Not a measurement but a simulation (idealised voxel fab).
The following is a process module called voxel gate over fins.
We display cut, a cross-section 280 nm in width whose square cells are each 5 nm.
Square cells in a grid make up a cross-section in this document, and the grid is given as bands, listed from the top down, each one or more rows of cells. Top, bottom (nm), then materials left to right with widths (nm); lone material tagged "throughout" fills the whole band edge to edge; "blank" = empty space. Height datum 0, below which the as-received substrate wafer is one material. Lowest band open at the bottom, running downward: "0 nm and below". The two numbers in a width such as "30..40" mark its ends across the band: the first belongs to the top row of cells, the second to the bottom row, and from each row to the next the width moves by the same amount. It should be understood that the words "left unchanged", when stated for a given step, signify that the cross-section underwent no change in any of its cells during that step. "Closed cavity list" contains a list of empty spaces, each no smaller than 8 cells and without an open way to the top, written in the form width x height at distance with the distance from the left edge and all three in nm. Step line, after settings: the simulator's comment on this step. Each step line may optionally specify "overlay nm", which for a step with a mask gives the rightward distance between the mask's planned place and where it lay, a negative value indicating the leftward direction.
**So here's the lineup of process steps we planned**
- 1: RECEIVE, material Si
- 2: CONFORMAL_DEP, material SiN, thk nm 5
- 3: PATTERN, tone cover, mask id FINS, material resist, width nm 15, pitch nm 55, thk nm 15, overlay nm 0
- 4: DIRECTIONAL_ETCH, etch materials SiN, depth nm 5
- 5: DIRECTIONAL_ETCH, etch materials Si, depth nm 35
- 6: STRIP, etch materials resist
- 7: OXIDIZE, depth nm 5
- 8: FILL_DEP, material SiO2, thk nm 15
- 9: CMP, height nm 5
- 10: DIRECTIONAL_DEP, material aC, thk nm 10
- 11: PATTERN, tone open, mask id RAIL, material resist, width nm 15, thk nm 25, overlay nm 0
- 12: DIRECTIONAL_ETCH, etch materials aC, depth nm 10
- 13: STRIP, etch materials resist
- 14: DIRECTIONAL_ETCH, etch materials SiO2, depth nm 35
- 15: STRIP, etch materials aC
- 16: CONFORMAL_DEP, material TiN, thk nm 5
- 17: FILL_DEP, material W, thk nm 5
- 18: CMP, height nm 5
- 19: SELECTIVE_ETCH, etch materials W Ru TiN, depth nm 25
- 20: FILL_DEP, material SiO2, thk nm 5
- 21: CMP, height nm 5
- 22: SELECTIVE_ETCH, etch materials SiO2, depth nm 15
- 23: STRIP, etch materials SiN
- 24: CONFORMAL_DEP, material HfO2, thk nm 5
- 25: CONFORMAL_DEP, material TiN, thk nm 5
- 26: CONFORMAL_DEP, material TiAl, thk nm 5
- 27: CONFORMAL_DEP, material TiN, thk nm 5
- 28: FILL_DEP, material W, thk nm 15
- 29: CMP, height nm 30
- 30: CONFORMAL_DEP, material SiN, thk nm 5
**First out of two wafers; run went to plan**
**This is the cross-section of the wafer as we received it, i.e. after step 1**
> 0 nm and below | Si throughout
> Closed cavity list: none
**How the wafer stands in section after step 2**
> 5 nm to 0 nm | SiN throughout
> Everything below 0 is unchanged.
**How the wafer stands in section after step 3**
> 20 nm to 5 nm | blank 75  resist 15  blank 40  resist 15  blank 40  resist 15  blank 80
> Everything below 5 is unchanged.
**How the wafer stands in section after step 4**
> 20 nm to 5 nm | blank 75  resist 15  blank 40  resist 15  blank 40  resist 15  blank 80
> 5 nm to 0 nm | blank 75  SiN 15  blank 40  SiN 15  blank 40  SiN 15  blank 80
> Everything below 0 is unchanged.
**How the wafer stands in section after step 5**
> 20 nm to 5 nm | blank 75  resist 15  blank 40  resist 15  blank 40  resist 15  blank 80
> 5 nm to 0 nm | blank 75  SiN 15  blank 40  SiN 15  blank 40  SiN 15  blank 80
> 0 nm to -35 nm | blank 75  Si 15  blank 40  Si 15  blank 40  Si 15  blank 80
> Everything below -35 is unchanged.
**How the wafer stands in section after step 6**
> 5 nm to 0 nm | blank 75  SiN 15  blank 40  SiN 15  blank 40  SiN 15  blank 80
> Everything below 0 is unchanged.
**How the wafer stands in section after step 7**
> 5 nm to 0 nm | blank 75  SiN 15  blank 40  SiN 15  blank 40  SiN 15  blank 80
> 0 nm to -35 nm | blank 75  SiO2 5  Si 5  SiO2 5  blank 40  SiO2 5  Si 5  SiO2 5  blank 40  SiO2 5  Si 5  SiO2 5  blank 80
> -35 nm to -40 nm | SiO2 80  Si 5  SiO2 50  Si 5  SiO2 50  Si 5  SiO2 85
> Everything below -40 is unchanged.
**How the wafer stands in section after step 8**
> 20 nm to 5 nm | SiO2 throughout
> 5 nm to 0 nm | SiO2 75  SiN 15  SiO2 40  SiN 15  SiO2 40  SiN 15  SiO2 80
> 0 nm to -40 nm | SiO2 80  Si 5  SiO2 50  Si 5  SiO2 50  Si 5  SiO2 85
> Everything below -40 is unchanged.
**How the wafer stands in section after step 9**
> 5 nm to 0 nm | SiO2 75  SiN 15  SiO2 40  SiN 15  SiO2 40  SiN 15  SiO2 80
> Everything below 0 is unchanged.
**How the wafer stands in section after step 10**
> 15 nm to 5 nm | aC throughout
> Everything below 5 is unchanged.
**How the wafer stands in section after step 11**
> 40 nm to 15 nm | resist 100  blank 15  resist 165
> Everything below 15 is unchanged.
**How the wafer stands in section after step 12**
> 30 nm to 15 nm | resist 100  blank 15  resist 165
> 15 nm to 5 nm | aC 100  blank 15  aC 165
> Everything below 5 is unchanged.
**How the wafer stands in section after step 13**
> 15 nm to 5 nm | aC 100  blank 15  aC 165
> Everything below 5 is unchanged.
**How the wafer stands in section after step 14**
> 15 nm to 5 nm | aC 100  blank 15  aC 165
> 5 nm to 0 nm | SiO2 75  SiN 15  SiO2 10  blank 15  SiO2 15  SiN 15  SiO2 40  SiN 15  SiO2 80
> 0 nm to -30 nm | SiO2 80  Si 5  SiO2 15  blank 15  SiO2 20  Si 5  SiO2 50  Si 5  SiO2 85
> Everything below -30 is unchanged.
**How the wafer stands in section after step 15**
> 5 nm to 0 nm | SiO2 75  SiN 15  SiO2 10  blank 15  SiO2 15  SiN 15  SiO2 40  SiN 15  SiO2 80
> Everything below 0 is unchanged.
**How the wafer stands in section after step 16**
> 10 nm to 5 nm | TiN 105  blank 5  TiN 170
> 5 nm to 0 nm | SiO2 75  SiN 15  SiO2 10  TiN 5  blank 5  TiN 5  SiO2 15  SiN 15  SiO2 40  SiN 15  SiO2 80
> 0 nm to -25 nm | SiO2 80  Si 5  SiO2 15  TiN 5  blank 5  TiN 5  SiO2 20  Si 5  SiO2 50  Si 5  SiO2 85
> -25 nm to -30 nm | SiO2 80  Si 5  SiO2 15  TiN 15  SiO2 20  Si 5  SiO2 50  Si 5  SiO2 85
> Everything below -30 is unchanged.
**How the wafer stands in section after step 17**
> 15 nm to 10 nm | W throughout
> 10 nm to 5 nm | TiN 105  W 5  TiN 170
> 5 nm to 0 nm | SiO2 75  SiN 15  SiO2 10  TiN 5  W 5  TiN 5  SiO2 15  SiN 15  SiO2 40  SiN 15  SiO2 80
> 0 nm to -25 nm | SiO2 80  Si 5  SiO2 15  TiN 5  W 5  TiN 5  SiO2 20  Si 5  SiO2 50  Si 5  SiO2 85
> Everything below -25 is unchanged.
**How the wafer stands in section after step 18**
> 5 nm to 0 nm | SiO2 75  SiN 15  SiO2 10  TiN 5  W 5  TiN 5  SiO2 15  SiN 15  SiO2 40  SiN 15  SiO2 80
> Everything below 0 is unchanged.
**How the wafer stands in section after step 19**
> 5 nm to 0 nm | SiO2 75  SiN 15  SiO2 10  blank 15  SiO2 15  SiN 15  SiO2 40  SiN 15  SiO2 80
> 0 nm to -20 nm | SiO2 80  Si 5  SiO2 15  blank 15  SiO2 20  Si 5  SiO2 50  Si 5  SiO2 85
> Everything below -20 is unchanged.
**How the wafer stands in section after step 20**
> 10 nm to 5 nm | SiO2 throughout
> 5 nm to 0 nm | SiO2 75  SiN 15  SiO2 40  SiN 15  SiO2 40  SiN 15  SiO2 80
> 0 nm to -20 nm | SiO2 80  Si 5  SiO2 50  Si 5  SiO2 50  Si 5  SiO2 85
> Everything below -20 is unchanged.
**How the wafer stands in section after step 21**
> 5 nm to 0 nm | SiO2 75  SiN 15  SiO2 40  SiN 15  SiO2 40  SiN 15  SiO2 80
> Everything below 0 is unchanged.
**How the wafer stands in section after step 22**
> 5 nm to 0 nm | blank 75  SiN 15  blank 40  SiN 15  blank 40  SiN 15  blank 80
> 0 nm to -10 nm | blank 80  Si 5  blank 50  Si 5  blank 50  Si 5  blank 85
> Everything below -10 is unchanged.
**How the wafer stands in section after step 23**
> 0 nm to -10 nm | blank 80  Si 5  blank 50  Si 5  blank 50  Si 5  blank 85
> Everything below -10 is unchanged.
**How the wafer stands in section after step 24**
> 5 nm to 0 nm | blank 75  HfO2 15  blank 40  HfO2 15  blank 40  HfO2 15  blank 80
> 0 nm to -5 nm | blank 75  HfO2 5  Si 5  HfO2 5  blank 40  HfO2 5  Si 5  HfO2 5  blank 40  HfO2 5  Si 5  HfO2 5  blank 80
> -5 nm to -10 nm | HfO2 80  Si 5  HfO2 50  Si 5  HfO2 50  Si 5  HfO2 85
> Everything below -10 is unchanged.
**How the wafer stands in section after step 25**
> 10 nm to 5 nm | blank 70  TiN 25  blank 30  TiN 25  blank 30  TiN 25  blank 75
> 5 nm to 0 nm | blank 70  TiN 5  HfO2 15  TiN 5  blank 30  TiN 5  HfO2 15  TiN 5  blank 30  TiN 5  HfO2 15  TiN 5  blank 75
> 0 nm to -5 nm | TiN 75  HfO2 5  Si 5  HfO2 5  TiN 40  HfO2 5  Si 5  HfO2 5  TiN 40  HfO2 5  Si 5  HfO2 5  TiN 80
> Everything below -5 is unchanged.
**How the wafer stands in section after step 26**
> 15 nm to 10 nm | blank 65  TiAl 35  blank 20  TiAl 35  blank 20  TiAl 35  blank 70
> 10 nm to 5 nm | blank 65  TiAl 5  TiN 25  TiAl 5  blank 20  TiAl 5  TiN 25  TiAl 5  blank 20  TiAl 5  TiN 25  TiAl 5  blank 70
> 5 nm to 0 nm | TiAl 70  TiN 5  HfO2 15  TiN 5  TiAl 30  TiN 5  HfO2 15  TiN 5  TiAl 30  TiN 5  HfO2 15  TiN 5  TiAl 75
> Everything below 0 is unchanged.
**How the wafer stands in section after step 27**
> 20 nm to 15 nm | blank 60  TiN 45  blank 10  TiN 45  blank 10  TiN 45  blank 65
> 15 nm to 10 nm | blank 60  TiN 5  TiAl 35  TiN 5  blank 10  TiN 5  TiAl 35  TiN 5  blank 10  TiN 5  TiAl 35  TiN 5  blank 65
> 10 nm to 5 nm | TiN 65  TiAl 5  TiN 25  TiAl 5  TiN 20  TiAl 5  TiN 25  TiAl 5  TiN 20  TiAl 5  TiN 25  TiAl 5  TiN 70
> Everything below 5 is unchanged.
**How the wafer stands in section after step 28**
> 35 nm to 20 nm | W throughout
> 20 nm to 15 nm | W 60  TiN 45  W 10  TiN 45  W 10  TiN 45  W 65
> 15 nm to 10 nm | W 60  TiN 5  TiAl 35  TiN 5  W 10  TiN 5  TiAl 35  TiN 5  W 10  TiN 5  TiAl 35  TiN 5  W 65
> Everything below 10 is unchanged.
**How the wafer stands in section after step 29**
> 30 nm to 20 nm | W throughout
> Everything below 20 is unchanged.
**How the wafer stands in section after step 30**
> 35 nm to 30 nm | SiN throughout
> Everything below 30 is unchanged.
**Notes, second wafer: start = first wafer's, plan = first wafer's, execution had one mistake; history identical to first through step 10**
**Cross-section of the second wafer at the time by which step 11 should have been completed according to the plan**
> 40 nm to 15 nm | resist 100  blank 20  resist 160
> Everything below 15 is unchanged.
**Cross-section of the second wafer at the time by which step 12 should have been completed according to the plan**
> 30 nm to 15 nm | resist 100  blank 20  resist 160
> 15 nm to 5 nm | aC 100  blank 20  aC 160
> Everything below 5 is unchanged.
**Cross-section of the second wafer at the time by which step 13 should have been completed according to the plan**
> 15 nm to 5 nm | aC 100  blank 20  aC 160
> Everything below 5 is unchanged.
**Cross-section of the second wafer at the time by which step 14 should have been completed according to the plan**
> 15 nm to 5 nm | aC 100  blank 20  aC 160
> 5 nm to 0 nm | SiO2 75  SiN 15  SiO2 10  blank 20  SiO2 10  SiN 15  SiO2 40  SiN 15  SiO2 80
> 0 nm to -30 nm | SiO2 80  Si 5  SiO2 15  blank 20  SiO2 15  Si 5  SiO2 50  Si 5  SiO2 85
> Everything below -30 is unchanged.
**Cross-section of the second wafer at the time by which step 15 should have been completed according to the plan**
> 5 nm to 0 nm | SiO2 75  SiN 15  SiO2 10  blank 20  SiO2 10  SiN 15  SiO2 40  SiN 15  SiO2 80
> Everything below 0 is unchanged.
**Cross-section of the second wafer at the time by which step 16 should have been completed according to the plan**
> 10 nm to 5 nm | TiN 105  blank 10  TiN 165
> 5 nm to 0 nm | SiO2 75  SiN 15  SiO2 10  TiN 5  blank 10  TiN 5  SiO2 10  SiN 15  SiO2 40  SiN 15  SiO2 80
> 0 nm to -25 nm | SiO2 80  Si 5  SiO2 15  TiN 5  blank 10  TiN 5  SiO2 15  Si 5  SiO2 50  Si 5  SiO2 85
> -25 nm to -30 nm | SiO2 80  Si 5  SiO2 15  TiN 20  SiO2 15  Si 5  SiO2 50  Si 5  SiO2 85
> Everything below -30 is unchanged.
**Cross-section of the second wafer at the time by which step 17 should have been completed according to the plan**
> 15 nm to 10 nm | W throughout
> 10 nm to 5 nm | TiN 105  W 10  TiN 165
> 5 nm to 0 nm | SiO2 75  SiN 15  SiO2 10  TiN 5  W 10  TiN 5  SiO2 10  SiN 15  SiO2 40  SiN 15  SiO2 80
> 0 nm to -25 nm | SiO2 80  Si 5  SiO2 15  TiN 5  W 10  TiN 5  SiO2 15  Si 5  SiO2 50  Si 5  SiO2 85
> Everything below -25 is unchanged.
**Cross-section of the second wafer at the time by which step 18 should have been completed according to the plan**
> 5 nm to 0 nm | SiO2 75  SiN 15  SiO2 10  TiN 5  W 10  TiN 5  SiO2 10  SiN 15  SiO2 40  SiN 15  SiO2 80
> Everything below 0 is unchanged.
**Cross-section of the second wafer at the time by which step 19 should have been completed according to the plan**
> 5 nm to 0 nm | SiO2 75  SiN 15  SiO2 10  blank 20  SiO2 10  SiN 15  SiO2 40  SiN 15  SiO2 80
> 0 nm to -20 nm | SiO2 80  Si 5  SiO2 15  blank 20  SiO2 15  Si 5  SiO2 50  Si 5  SiO2 85
> Everything below -20 is unchanged.
**Cross-section of the second wafer at the time by which step 20 should have been completed according to the plan**
> 10 nm to 5 nm | SiO2 throughout
> 5 nm to 0 nm | SiO2 75  SiN 15  SiO2 40  SiN 15  SiO2 40  SiN 15  SiO2 80
> 0 nm to -20 nm | SiO2 80  Si 5  SiO2 50  Si 5  SiO2 50  Si 5  SiO2 85
> Everything below -20 is unchanged.
**Cross-section of the second wafer at the time by which step 21 should have been completed according to the plan**
> 5 nm to 0 nm | SiO2 75  SiN 15  SiO2 40  SiN 15  SiO2 40  SiN 15  SiO2 80
> Everything below 0 is unchanged.
**Cross-section of the second wafer at the time by which step 22 should have been completed according to the plan**
> 5 nm to 0 nm | blank 75  SiN 15  blank 40  SiN 15  blank 40  SiN 15  blank 80
> 0 nm to -10 nm | blank 80  Si 5  blank 50  Si 5  blank 50  Si 5  blank 85
> Everything below -10 is unchanged.
**Cross-section of the second wafer at the time by which step 23 should have been completed according to the plan**
> 0 nm to -10 nm | blank 80  Si 5  blank 50  Si 5  blank 50  Si 5  blank 85
> Everything below -10 is unchanged.
**Cross-section of the second wafer at the time by which step 24 should have been completed according to the plan**
> 5 nm to 0 nm | blank 75  HfO2 15  blank 40  HfO2 15  blank 40  HfO2 15  blank 80
> 0 nm to -5 nm | blank 75  HfO2 5  Si 5  HfO2 5  blank 40  HfO2 5  Si 5  HfO2 5  blank 40  HfO2 5  Si 5  HfO2 5  blank 80
> -5 nm to -10 nm | HfO2 80  Si 5  HfO2 50  Si 5  HfO2 50  Si 5  HfO2 85
> Everything below -10 is unchanged.
**Cross-section of the second wafer at the time by which step 25 should have been completed according to the plan**
> 10 nm to 5 nm | blank 70  TiN 25  blank 30  TiN 25  blank 30  TiN 25  blank 75
> 5 nm to 0 nm | blank 70  TiN 5  HfO2 15  TiN 5  blank 30  TiN 5  HfO2 15  TiN 5  blank 30  TiN 5  HfO2 15  TiN 5  blank 75
> 0 nm to -5 nm | TiN 75  HfO2 5  Si 5  HfO2 5  TiN 40  HfO2 5  Si 5  HfO2 5  TiN 40  HfO2 5  Si 5  HfO2 5  TiN 80
> Everything below -5 is unchanged.
**Cross-section of the second wafer at the time by which step 26 should have been completed according to the plan**
> 15 nm to 10 nm | blank 65  TiAl 35  blank 20  TiAl 35  blank 20  TiAl 35  blank 70
> 10 nm to 5 nm | blank 65  TiAl 5  TiN 25  TiAl 5  blank 20  TiAl 5  TiN 25  TiAl 5  blank 20  TiAl 5  TiN 25  TiAl 5  blank 70
> 5 nm to 0 nm | TiAl 70  TiN 5  HfO2 15  TiN 5  TiAl 30  TiN 5  HfO2 15  TiN 5  TiAl 30  TiN 5  HfO2 15  TiN 5  TiAl 75
> Everything below 0 is unchanged.
**Cross-section of the second wafer at the time by which step 27 should have been completed according to the plan**
> 20 nm to 15 nm | blank 60  TiN 45  blank 10  TiN 45  blank 10  TiN 45  blank 65
> 15 nm to 10 nm | blank 60  TiN 5  TiAl 35  TiN 5  blank 10  TiN 5  TiAl 35  TiN 5  blank 10  TiN 5  TiAl 35  TiN 5  blank 65
> 10 nm to 5 nm | TiN 65  TiAl 5  TiN 25  TiAl 5  TiN 20  TiAl 5  TiN 25  TiAl 5  TiN 20  TiAl 5  TiN 25  TiAl 5  TiN 70
> Everything below 5 is unchanged.
**Cross-section of the second wafer at the time by which step 28 should have been completed according to the plan**
> 35 nm to 20 nm | W throughout
> 20 nm to 15 nm | W 60  TiN 45  W 10  TiN 45  W 10  TiN 45  W 65
> 15 nm to 10 nm | W 60  TiN 5  TiAl 35  TiN 5  W 10  TiN 5  TiAl 35  TiN 5  W 10  TiN 5  TiAl 35  TiN 5  W 65
> Everything below 10 is unchanged.
**Cross-section of the second wafer at the time by which step 29 should have been completed according to the plan**
> 30 nm to 20 nm | W throughout
> Everything below 20 is unchanged.
**Cross-section of the second wafer at the time by which step 30 should have been completed according to the plan**
> 35 nm to 30 nm | SiN throughout
> Everything below 30 is unchanged.
Plan not followed: not per plan at step 11, really ran PATTERN, tone open, mask id RAIL, material resist, width nm 20, thk nm 25, overlay nm 0
In the final state, the cell counts of the second wafer exceed or fall short of those of the first for the following materials: SiO2: 2 fewer | TiN: 1 more | W: 1 more
